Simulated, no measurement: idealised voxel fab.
voxel tone inversion: a process module
Cross-section cut: width 155 nm, square cells of 5 nm.
Cross-section format: a grid of square cells, given as bands from top to bottom; each band is one or more rows of cells.
Look at the band entry: it leads with the top's height and the bottom's height in nm. Then it lists the materials left to right, with a width in nm for each. The word "edge to edge" on a single material says that material fills the band edge to edge. The word "blank" is empty space.
Where do heights start? At 0: under that level the wafer as delivered is made of one material only. And the lowest band has no floor; it just carries on downward, as in "0 -> down".
You'd read "30..40" like this: the band's top row of cells is as wide as the first number, its bottom row is as wide as the second, and going down, every row changes width by the same amount as the row before did.
Given "no alteration" for a step, no cell of the cross-section differs between before and after that step.
"Entrapped void list" - sealed voids, min. 8 cells, no opening to top; format: width x height at distance (distance from left edge; nm throughout).
Heads up: the bit after the settings on a step's line is the simulator's remark on that step.
A step's line can hold "overlay nm"; with a mask on that step, the setting says how far right of the planned place the mask lay, while a negative setting says it lay to the left.
Before/after cross-section pairs, one process step each; after shown to lowest changed band; step and settings beneath. Pairs may be from different runs of this module on the same starting wafer; a pair continues from the one above only where its "Snapshot before" entry says so.
**Snapshot before**
> 0 -> down | Si edge to edge
> Entrapped void list: none
**Step Outcome**
> 10 -> 0 | SiCN edge to edge
> Whatever lies below 0 is exactly as it was before.
> Entrapped void list: none
The two cross-sections above bracket this step: CONFORMAL_DEP with material SiCN, thk nm 10
Snapshot before: unchanged from the after cross-section in the pair immediately above; refer to that figure.
**Step Outcome**
> 35 -> 10 | aC edge to edge
> Whatever lies below 10 is exactly as it was before.
> Entrapped void list: none
The two cross-sections above bracket this step: DIRECTIONAL_DEP with material aC, thk nm 25
Snapshot before: unchanged from the after cross-section in the pair immediately above; refer to that figure.
**Step Outcome**
> 65 -> 35 | blank 25, then resist 20, then blank 20, then resist 20, then blank 20, then resist 20, then blank 30
> Whatever lies below 35 is exactly as it was before.
> Entrapped void list: none
The two cross-sections above bracket this step: PATTERN with tone cover, mask id POSTS, material resist, width nm 20, pitch nm 40, thk nm 30, overlay nm 0
Snapshot before: unchanged from the after cross-section in the pair immediately above; refer to that figure.
**Step Outcome**
> 40 -> 35 | blank 25, then resist 20, then blank 20, then resist 20, then blank 20, then resist 20, then blank 30
> 35 -> 10 | blank 25, then aC 20, then blank 20, then aC 20, then blank 20, then aC 20, then blank 30
> Whatever lies below 10 is exactly as it was before.
> Entrapped void list: none
The two cross-sections above bracket this step: DIRECTIONAL_ETCH with etch materials aC, depth nm 25
Snapshot before: unchanged from the after cross-section in the pair immediately above; refer to that figure.
**Step Outcome**
> 35 -> 10 | blank 25, then aC 20, then blank 20, then aC 20, then blank 20, then aC 20, then blank 30
> Whatever lies below 10 is exactly as it was before.
> Entrapped void list: none
The two cross-sections above bracket this step: STRIP with etch materials resist
Snapshot before: unchanged from the after cross-section in the pair immediately above; refer to that figure.
**Step Outcome**
> 40 -> 35 | lowk edge to edge
> 35 -> 10 | lowk 25, then aC 20, then lowk 20, then aC 20, then lowk 20, then aC 20, then lowk 30
> Whatever lies below 10 is exactly as it was before.
> Entrapped void list: none
The two cross-sections above bracket this step: FILL_DEP with material lowk, thk nm 5
Snapshot before: unchanged from the after cross-section in the pair immediately above; refer to that figure.
**Step Outcome**
> 35 -> 10 | lowk 25, then aC 20, then lowk 20, then aC 20, then lowk 20, then aC 20, then lowk 30
> Whatever lies below 10 is exactly as it was before.
> Entrapped void list: none
The two cross-sections above bracket this step: CMP with height nm 35
Snapshot before: unchanged from the after cross-section in the pair immediately above; refer to that figure.
**Step Outcome**
> 35 -> 10 | lowk 25, then blank 20, then lowk 20, then blank 20, then lowk 20, then blank 20, then lowk 30
> Whatever lies below 10 is exactly as it was before.
> Entrapped void list: none
The two cross-sections above bracket this step: STRIP with etch materials aC
**Snapshot before**
> 40 -> 35 | lowk edge to edge
> 35 -> 10 | lowk 25, then aC 20, then lowk 20, then aC 20, then lowk 20, then aC 20, then lowk 30
> 10 -> 0 | SiCN edge to edge
> 0 -> down | Si edge to edge
> Entrapped void list: none
**Step Outcome**
> 45 -> 35 | lowk edge to edge
> Whatever lies below 35 is exactly as it was before.
> Entrapped void list: none
The two cross-sections above bracket this step: FILL_DEP with material lowk, thk nm 5
Snapshot before: unchanged from the after cross-section in the pair immediately above; refer to that figure.
**Step Outcome**
> 35 -> 10 | lowk 25, then aC 20, then lowk 20, then aC 20, then lowk 20, then aC 20, then lowk 30
> Whatever lies below 10 is exactly as it was before.
> Entrapped void list: none
The two cross-sections above bracket this step: CMP with height nm 35
**Snapshot before**
> 0 -> down | Si edge to edge
> Entrapped void list: none
**Step Outcome**
> 25 -> 0 | aC edge to edge
> Whatever lies below 0 is exactly as it was before.
> Entrapped void list: none
The two cross-sections above bracket this step: DIRECTIONAL_DEP with material aC, thk nm 25
Snapshot before: unchanged from the after cross-section in the pair immediately above; refer to that figure.
**Step Outcome**
> 35 -> 25 | SiCN edge to edge
> Whatever lies below 25 is exactly as it was before.
> Entrapped void list: none
The two cross-sections above bracket this step: CONFORMAL_DEP with material SiCN, thk nm 10
Snapshot before: unchanged from the after cross-section in the pair immediately above; refer to that figure.
**Step Outcome**
> 65 -> 35 | blank 25, then resist 20, then blank 20, then resist 20, then blank 20, then resist 20, then blank 30
> Whatever lies below 35 is exactly as it was before.
> Entrapped void list: none
The two cross-sections above bracket this step: PATTERN with tone cover, mask id POSTS, material resist, width nm 20, pitch nm 40, thk nm 30, overlay nm 0
Snapshot before: unchanged from the after cross-section in the pair immediately above; refer to that figure.
**Step Outcome**
> 40 -> 35 | blank 25, then resist 20, then blank 20, then resist 20, then blank 20, then resist 20, then blank 30
> Whatever lies below 35 is exactly as it was before.
> Entrapped void list: none
The two cross-sections above bracket this step: DIRECTIONAL_ETCH with etch materials aC, depth nm 25
Snapshot before: unchanged from the after cross-section in the pair immediately above; refer to that figure.
**Step Outcome**
> 35 -> 25 | SiCN edge to edge
> Whatever lies below 25 is exactly as it was before.
> Entrapped void list: none
The two cross-sections above bracket this step: STRIP with etch materials resist
Snapshot before: unchanged from the after cross-section in the pair immediately above; refer to that figure.
**Step Outcome**
> 40 -> 35 | lowk edge to edge
> Whatever lies below 35 is exactly as it was before.
> Entrapped void list: none
The two cross-sections above bracket this step: FILL_DEP with material lowk, thk nm 5
Snapshot before: unchanged from the after cross-section in the pair immediately above; refer to that figure.
**Step Outcome**
> 35 -> 25 | SiCN edge to edge
> Whatever lies below 25 is exactly as it was before.
> Entrapped void list: none
The two cross-sections above bracket this step: CMP with height nm 35
**Snapshot before**
> 0 -> down | Si edge to edge
> Entrapped void list: none
**Step Outcome**
> 5 -> 0 | SiCN edge to edge
> Whatever lies below 0 is exactly as it was before.
> Entrapped void list: none
The two cross-sections above bracket this step: CONFORMAL_DEP with material SiCN, thk nm 5
Snapshot before: unchanged from the after cross-section in the pair immediately above; refer to that figure.
**Step Outcome**
> 30 -> 5 | aC edge to edge
> Whatever lies below 5 is exactly as it was before.
> Entrapped void list: none
The two cross-sections above bracket this step: DIRECTIONAL_DEP with material aC, thk nm 25
Snapshot before: unchanged from the after cross-section in the pair immediately above; refer to that figure.
**Step Outcome**
> 60 -> 30 | blank 25, then resist 20, then blank 20, then resist 20, then blank 20, then resist 20, then blank 30
> Whatever lies below 30 is exactly as it was before.
> Entrapped void list: none
The two cross-sections above bracket this step: PATTERN with tone cover, mask id POSTS, material resist, width nm 20, pitch nm 40, thk nm 30, overlay nm 0
Snapshot before: unchanged from the after cross-section in the pair immediately above; refer to that figure.
**Step Outcome**
> 35 -> 30 | blank 25, then resist 20, then blank 20, then resist 20, then blank 20, then resist 20, then blank 30
> 30 -> 5 | blank 25, then aC 20, then blank 20, then aC 20, then blank 20, then aC 20, then blank 30
> Whatever lies below 5 is exactly as it was before.
> Entrapped void list: none
The two cross-sections above bracket this step: DIRECTIONAL_ETCH with etch materials aC, depth nm 25
Snapshot before: unchanged from the after cross-section in the pair immediately above; refer to that figure.
**Step Outcome**
> 30 -> 5 | blank 25, then aC 20, then blank 20, then aC 20, then blank 20, then aC 20, then blank 30
> Whatever lies below 5 is exactly as it was before.
> Entrapped void list: none
The two cross-sections above bracket this step: STRIP with etch materials resist
Snapshot before: unchanged from the after cross-section in the pair immediately above; refer to that figure.
**Step Outcome**
> 35 -> 30 | lowk edge to edge
> 30 -> 5 | lowk 25, then aC 20, then lowk 20, then aC 20, then lowk 20, then aC 20, then lowk 30
> Whatever lies below 5 is exactly as it was before.
> Entrapped void list: none
The two cross-sections above bracket this step: FILL_DEP with material lowk, thk nm 5
**Snapshot before**
> 35 -> 10 | aC edge to edge
> 10 -> 0 | SiCN edge to edge
> 0 -> down | Si edge to edge
> Entrapped void list: none
**Step Outcome**
> 65 -> 35 | blank 25, then resist 25, then blank 15, then resist 25, then blank 15, then resist 25, then blank 25
> Whatever lies below 35 is exactly as it was before.
> Entrapped void list: none
The two cross-sections above bracket this step: PATTERN with tone cover, mask id POSTS, material resist, width nm 25, pitch nm 40, thk nm 30, overlay nm 0
Snapshot before: unchanged from the after cross-section in the pair immediately above; refer to that figure.
**Step Outcome**
> 40 -> 35 | blank 25, then resist 25, then blank 15, then resist 25, then blank 15, then resist 25, then blank 25
> 35 -> 10 | blank 25, then aC 25, then blank 15, then aC 25, then blank 15, then aC 25, then blank 25
> Whatever lies below 10 is exactly as it was before.
> Entrapped void list: none
The two cross-sections above bracket this step: DIRECTIONAL_ETCH with etch materials aC, depth nm 25
Snapshot before: unchanged from the after cross-section in the pair immediately above; refer to that figure.
**Step Outcome**
> 35 -> 10 | blank 25, then aC 25, then blank 15, then aC 25, then blank 15, then aC 25, then blank 25
> Whatever lies below 10 is exactly as it was before.
> Entrapped void list: none
The two cross-sections above bracket this step: STRIP with etch materials resist
Snapshot before: unchanged from the after cross-section in the pair immediately above; refer to that figure.
**Step Outcome**
> 40 -> 35 | lowk edge to edge
> 35 -> 10 | lowk 25, then aC 25, then lowk 15, then aC 25, then lowk 15, then aC 25, then lowk 25
> Whatever lies below 10 is exactly as it was before.
> Entrapped void list: none
The two cross-sections above bracket this step: FILL_DEP with material lowk, thk nm 5
Snapshot before: unchanged from the after cross-section in the pair immediately above; refer to that figure.
**Step Outcome**
> 35 -> 10 | lowk 25, then aC 25, then lowk 15, then aC 25, then lowk 15, then aC 25, then lowk 25
> Whatever lies below 10 is exactly as it was before.
> Entrapped void list: none
The two cross-sections above bracket this step: CMP with height nm 35
Snapshot before: unchanged from the after cross-section in the pair immediately above; refer to that figure.
**Step Outcome**
> 35 -> 10 | lowk 25, then blank 25, then lowk 15, then blank 25, then lowk 15, then blank 25, then lowk 25
> Whatever lies below 10 is exactly as it was before.
> Entrapped void list: none
The two cross-sections above bracket this step: STRIP with etch materials aC
**Snapshot before**
> 35 -> 10 | aC edge to edge
> 10 -> 0 | SiCN edge to edge
> 0 -> down | Si edge to edge
> Entrapped void list: none
**Step Outcome**
> 65 -> 35 | blank 30, then resist 20, then blank 20, then resist 20, then blank 20, then resist 20, then blank 25
> Whatever lies below 35 is exactly as it was before.
> Entrapped void list: none
The two cross-sections above bracket this step: PATTERN with tone cover, mask id POSTS, material resist, width nm 20, pitch nm 40, thk nm 30, overlay nm 5
Snapshot before: unchanged from the after cross-section in the pair immediately above; refer to that figure.
**Step Outcome**
> 40 -> 35 | blank 30, then resist 20, then blank 20, then resist 20, then blank 20, then resist 20, then blank 25
> 35 -> 10 | blank 30, then aC 20, then blank 20, then aC 20, then blank 20, then aC 20, then blank 25
> Whatever lies below 10 is exactly as it was before.
> Entrapped void list: none
The two cross-sections above bracket this step: DIRECTIONAL_ETCH with etch materials aC, depth nm 25
Snapshot before: unchanged from the after cross-section in the pair immediately above; refer to that figure.
**Step Outcome**
> 35 -> 10 | blank 30, then aC 20, then blank 20, then aC 20, then blank 20, then aC 20, then blank 25
> Whatever lies below 10 is exactly as it was before.
> Entrapped void list: none
The two cross-sections above bracket this step: STRIP with etch materials resist
Snapshot before: unchanged from the after cross-section in the pair immediately above; refer to that figure.
**Step Outcome**
> 40 -> 35 | lowk edge to edge
> 35 -> 10 | lowk 30, then aC 20, then lowk 20, then aC 20, then lowk 20, then aC 20, then lowk 25
> Whatever lies below 10 is exactly as it was before.
> Entrapped void list: none
The two cross-sections above bracket this step: FILL_DEP with material lowk, thk nm 5
Snapshot before: unchanged from the after cross-section in the pair immediately above; refer to that figure.
**Step Outcome**
> 35 -> 10 | lowk 30, then aC 20, then lowk 20, then aC 20, then lowk 20, then aC 20, then lowk 25
> Whatever lies below 10 is exactly as it was before.
> Entrapped void list: none
The two cross-sections above bracket this step: CMP with height nm 35
Snapshot before: unchanged from the after cross-section in the pair immediately above; refer to that figure.
**Step Outcome**
> 35 -> 10 | lowk 30, then blank 20, then lowk 20, then blank 20, then lowk 20, then blank 20, then lowk 25
> Whatever lies below 10 is exactly as it was before.
> Entrapped void list: none
The two cross-sections above bracket this step: STRIP with etch materials aC
**Snapshot before**
> 0 -> down | Si edge to edge
> Entrapped void list: none
**Step Outcome**
> 10 -> 0 | lowk edge to edge
> Whatever lies below 0 is exactly as it was before.
> Entrapped void list: none
The two cross-sections above bracket this step: CONFORMAL_DEP with material lowk, thk nm 10
Snapshot before: unchanged from the after cross-section in the pair immediately above; refer to that figure.
**Step Outcome**
> 35 -> 10 | aC edge to edge
> Whatever lies below 10 is exactly as it was before.
> Entrapped void list: none
The two cross-sections above bracket this step: DIRECTIONAL_DEP with material aC, thk nm 25
Snapshot before: unchanged from the after cross-section in the pair immediately above; refer to that figure.
**Step Outcome**
> 65 -> 35 | blank 25, then resist 20, then blank 20, then resist 20, then blank 20, then resist 20, then blank 30
> Whatever lies below 35 is exactly as it was before.
> Entrapped void list: none
The two cross-sections above bracket this step: PATTERN with tone cover, mask id POSTS, material resist, width nm 20, pitch nm 40, thk nm 30, overlay nm 0
Snapshot before: unchanged from the after cross-section in the pair immediately above; refer to that figure.
**Step Outcome**
> 40 -> 35 | blank 25, then resist 20, then blank 20, then resist 20, then blank 20, then resist 20, then blank 30
> 35 -> 10 | blank 25, then aC 20, then blank 20, then aC 20, then blank 20, then aC 20, then blank 30
> Whatever lies below 10 is exactly as it was before.
> Entrapped void list: none
The two cross-sections above bracket this step: DIRECTIONAL_ETCH with etch materials aC, depth nm 25
Snapshot before: unchanged from the after cross-section in the pair immediately above; refer to that figure.
**Step Outcome**
> 35 -> 10 | blank 25, then aC 20, then blank 20, then aC 20, then blank 20, then aC 20, then blank 30
> Whatever lies below 10 is exactly as it was before.
> Entrapped void list: none
The two cross-sections above bracket this step: STRIP with etch materials resist
Snapshot before: unchanged from the after cross-section in the pair immediately above; refer to that figure.
**Step Outcome**
> 40 -> 35 | lowk edge to edge
> 35 -> 10 | lowk 25, then aC 20, then lowk 20, then aC 20, then lowk 20, then aC 20, then lowk 30
> Whatever lies below 10 is exactly as it was before.
> Entrapped void list: none
The two cross-sections above bracket this step: FILL_DEP with material lowk, thk nm 5
Snapshot before: unchanged from the after cross-section in the pair immediately above; refer to that figure.
**Step Outcome**
> 35 -> 10 | lowk 25, then aC 20, then lowk 20, then aC 20, then lowk 20, then aC 20, then lowk 30
> Whatever lies below 10 is exactly as it was before.
> Entrapped void list: none
The two cross-sections above bracket this step: CMP with height nm 35
Snapshot before: unchanged from the after cross-section in the pair immediately above; refer to that figure.
**Step Outcome**
> 35 -> 10 | lowk 25, then blank 20, then lowk 20, then blank 20, then lowk 20, then blank 20, then lowk 30
> Whatever lies below 10 is exactly as it was before.
> Entrapped void list: none
The two cross-sections above bracket this step: STRIP with etch materials aC
**Snapshot before**
> 35 -> 10 | aC edge to edge
> 10 -> 0 | SiCN edge to edge
> 0 -> down | Si edge to edge
> Entrapped void list: none
**Step Outcome**
> 65 -> 35 | resist 25, then blank 20, then resist 20, then blank 20, then resist 20, then blank 20, then resist 30
> Whatever lies below 35 is exactly as it was before.
> Entrapped void list: none
The two cross-sections above bracket this step: PATTERN with tone open, mask id POSTS, material resist, width nm 20, pitch nm 40, thk nm 30, overlay nm 0
Snapshot before: unchanged from the after cross-section in the pair immediately above; refer to that figure.
**Step Outcome**
> 40 -> 35 | resist 25, then blank 20, then resist 20, then blank 20, then resist 20, then blank 20, then resist 30
> 35 -> 10 | aC 25, then blank 20, then aC 20, then blank 20, then aC 20, then blank 20, then aC 30
> Whatever lies below 10 is exactly as it was before.
> Entrapped void list: none
The two cross-sections above bracket this step: DIRECTIONAL_ETCH with etch materials aC, depth nm 25
Snapshot before: unchanged from the after cross-section in the pair immediately above; refer to that figure.
**Step Outcome**
> 35 -> 10 | aC 25, then blank 20, then aC 20, then blank 20, then aC 20, then blank 20, then aC 30
> Whatever lies below 10 is exactly as it was before.
> Entrapped void list: none
The two cross-sections above bracket this step: STRIP with etch materials resist
Snapshot before: unchanged from the after cross-section in the pair immediately above; refer to that figure.
**Step Outcome**
> 40 -> 35 | lowk edge to edge
> 35 -> 10 | aC 25, then lowk 20, then aC 20, then lowk 20, then aC 20, then lowk 20, then aC 30
> Whatever lies below 10 is exactly as it was before.
> Entrapped void list: none
The two cross-sections above bracket this step: FILL_DEP with material lowk, thk nm 5
Snapshot before: unchanged from the after cross-section in the pair immediately above; refer to that figure.
**Step Outcome**
> 35 -> 10 | aC 25, then lowk 20, then aC 20, then lowk 20, then aC 20, then lowk 20, then aC 30
> Whatever lies below 10 is exactly as it was before.
> Entrapped void list: none
The two cross-sections above bracket this step: CMP with height nm 35
Snapshot before: unchanged from the after cross-section in the pair immediately above; refer to that figure.
**Step Outcome**
> 35 -> 10 | blank 25, then lowk 20, then blank 20, then lowk 20, then blank 20, then lowk 20, then blank 30
> Whatever lies below 10 is exactly as it was before.
> Entrapped void list: none
The two cross-sections above bracket this step: STRIP with etch materials aC
